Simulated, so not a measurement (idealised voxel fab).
The process module presented herein is designated voxel capacitor over wiring.
This is section cut - it's 195 nm across, gridded in 5 nm square cells.
Reading order for cross-sections: top band down to bottom band. Underlying form: a grid of square cells. Band size: one or more rows of cells.
Quick guide to a band line: top height, bottom height (nm) up front; then every material left to right with its width in nm. Only one material and it's marked "all across"? Then it fills the band edge to edge. And "air" just means empty space.
Where do heights start? At 0: under that level the wafer as delivered is made of one material only. And the lowest band has no floor; it just carries on downward, as in "0 and below".
Read "30->40" as a graded width: first number on top, second number at the bottom, same change between each pair of neighbouring rows.
Key: "nothing got changed" - step with no changed cell in the cross-section.
Entry "Entrapped voids" = empty spaces >= 8 cells with no open way to the top; each as width x height at distance, distance from left edge, all nm.
Post-settings text on a step line: simulator's own remark regarding the step.
Each step line may optionally specify "overlay nm", which for a step with a mask gives the rightward distance between the mask's planned place and where it lay, a negative value indicating the leftward direction.

**Below is the list of planned process steps**
| 1 | RECEIVE with material Si |
| 2 | CONFORMAL_DEP with material SiO2, thk nm 15 |
| 3 | CONFORMAL_DEP with material SiCN, thk nm 5 |
| 4 | DIRECTIONAL_DEP with material lowk, thk nm 20 |
| 5 | MASKED_ETCH with tone open, mask id METAL_1, width nm 20, pitch nm 80, etch materials lowk, depth nm 20, overlay nm 0 |
| 6 | MASKED_ETCH with tone open, mask id METAL_1, width nm 20, pitch nm 80, etch materials SiCN, depth nm 5, overlay nm 0 |
| 7 | CONFORMAL_DEP with material TiN, thk nm 5 |
| 8 | FILL_DEP with material Cu, thk nm 5 |
| 9 | CMP with height nm 40 |
| 10 | CONFORMAL_DEP with material SiCN, thk nm 5 |
| 11 | DIRECTIONAL_DEP with material lowk, thk nm 20 |
| 12 | DIRECTIONAL_DEP with material aC, thk nm 10 |
| 13 | PATTERN with tone open, mask id PLUG_1, material resist, width nm 15, thk nm 25, overlay nm 0 |
| 14 | DIRECTIONAL_ETCH with etch materials aC, depth nm 10 |
| 15 | STRIP with etch materials resist |
| 16 | DIRECTIONAL_ETCH with etch materials lowk, depth nm 20 |
| 17 | DIRECTIONAL_ETCH with etch materials SiCN, depth nm 5 |
| 18 | STRIP with etch materials aC |
| 19 | CONFORMAL_DEP with material TiN, thk nm 5 |
| 20 | FILL_DEP with material Ru, thk nm 10 |
| 21 | CMP with height nm 65 |
| 22 | DIRECTIONAL_DEP with material TiN, thk nm 5 |
| 23 | DIRECTIONAL_DEP with material Al2O3, thk nm 5 |
| 24 | DIRECTIONAL_DEP with material TiN, thk nm 10 |
| 25 | MASKED_ETCH with tone cover, mask id UPPER_PLATE, width nm 65, etch materials TiN, depth nm 10, overlay nm 0 |
| 26 | MASKED_ETCH with tone cover, mask id UPPER_PLATE, width nm 65, etch materials Al2O3, depth nm 5, overlay nm 0 |
| 27 | MASKED_ETCH with tone cover, mask id LOWER_PLATE, width nm 75, etch materials TiN, depth nm 5, overlay nm 0 |
| 28 | FILL_DEP with material SiO2, thk nm 15 |
| 29 | CMP with height nm 95 |
| 30 | PATTERN with tone open, mask id PLUG_2, material resist, width nm 15, thk nm 15, overlay nm 0 |
| 31 | DIRECTIONAL_ETCH with etch materials SiO2, depth nm 10 |
| 32 | STRIP with etch materials resist |
| 33 | CONFORMAL_DEP with material TiN, thk nm 5 |
| 34 | FILL_DEP with material W, thk nm 5 |
| 35 | CMP with height nm 95 |
| 36 | CONFORMAL_DEP with material SiCN, thk nm 5 |
Across this set of wafers, the varied parameter is the width nm of step 13. Starting conditions are identical for every wafer, and the plan reports the value assigned to the first wafer.

**Cut through the first of several wafers as received, post step 1**
* 0 and below  Si all across
* Entrapped voids: none

**The cross-section of the first of several wafers is given below for the end of the module, after its final step, step 36**
* 100 down to 95  SiCN all across
* 95 down to 90  SiO2 60, TiN 5, W 5, TiN 5, SiO2 120
* 90 down to 85  SiO2 60, TiN 15, SiO2 120
* 85 down to 75  SiO2 50, TiN 65, SiO2 80
* 75 down to 70  SiO2 50, Al2O3 65, SiO2 80
* 70 down to 65  SiO2 45, TiN 75, SiO2 75
* 65 down to 45  lowk 50, TiN 5, Ru 5, TiN 5, lowk 130
* 45 down to 40  SiCN 50, TiN 15, SiCN 130
* 40 down to 20  lowk 45, TiN 5, Cu 10, TiN 5, lowk 60, TiN 5, Cu 10, TiN 5, lowk 50
* 20 down to 15  SiCN 45, TiN 20, SiCN 60, TiN 20, SiCN 50
* 15 down to 0  SiO2 all across
* 0 and below  Si all across
* Entrapped voids: none

**End of module: cross-section, last of several wafers**
* 100 down to 95  SiCN all across
* 95 down to 90  SiO2 60, TiN 5, W 5, TiN 5, SiO2 120
* 90 down to 85  SiO2 60, TiN 15, SiO2 120
* 85 down to 75  SiO2 50, TiN 65, SiO2 80
* 75 down to 70  SiO2 50, Al2O3 65, SiO2 80
* 70 down to 65  SiO2 45, TiN 75, SiO2 75
* 65 down to 45  lowk 45, TiN 5, Ru 20, TiN 5, lowk 120
* 45 down to 40  SiCN 45, TiN 30, SiCN 120
* 40 down to 20  lowk 45, TiN 5, Cu 10, TiN 5, lowk 60, TiN 5, Cu 10, TiN 5, lowk 50
* 20 down to 15  SiCN 45, TiN 20, SiCN 60, TiN 20, SiCN 50
* 15 down to 0  SiO2 all across
* 0 and below  Si all across
* Entrapped voids: none

**Below, a row for every wafer. Read it as the end-of-module picture: for each material the wafer shows its cells gained (+) or lost (-) since it was received, and then its closed voids**
width nm 15, +13 Al2O3, +16 Cu, +4 Ru, +106 SiCN, +291 SiO2, +81 TiN, +1 W, +268 lowk, Entrapped voids: none
width nm 20, +13 Al2O3, +16 Cu, +8 Ru, +105 SiCN, +291 SiO2, +82 TiN, +1 W, +264 lowk, Entrapped voids: none
width nm 25, +13 Al2O3, +16 Cu, +12 Ru, +104 SiCN, +291 SiO2, +83 TiN, +1 W, +260 lowk, Entrapped voids: none
width nm 30, +13 Al2O3, +16 Cu, +16 Ru, +103 SiCN, +291 SiO2, +84 TiN, +1 W, +256 lowk, Entrapped voids: none
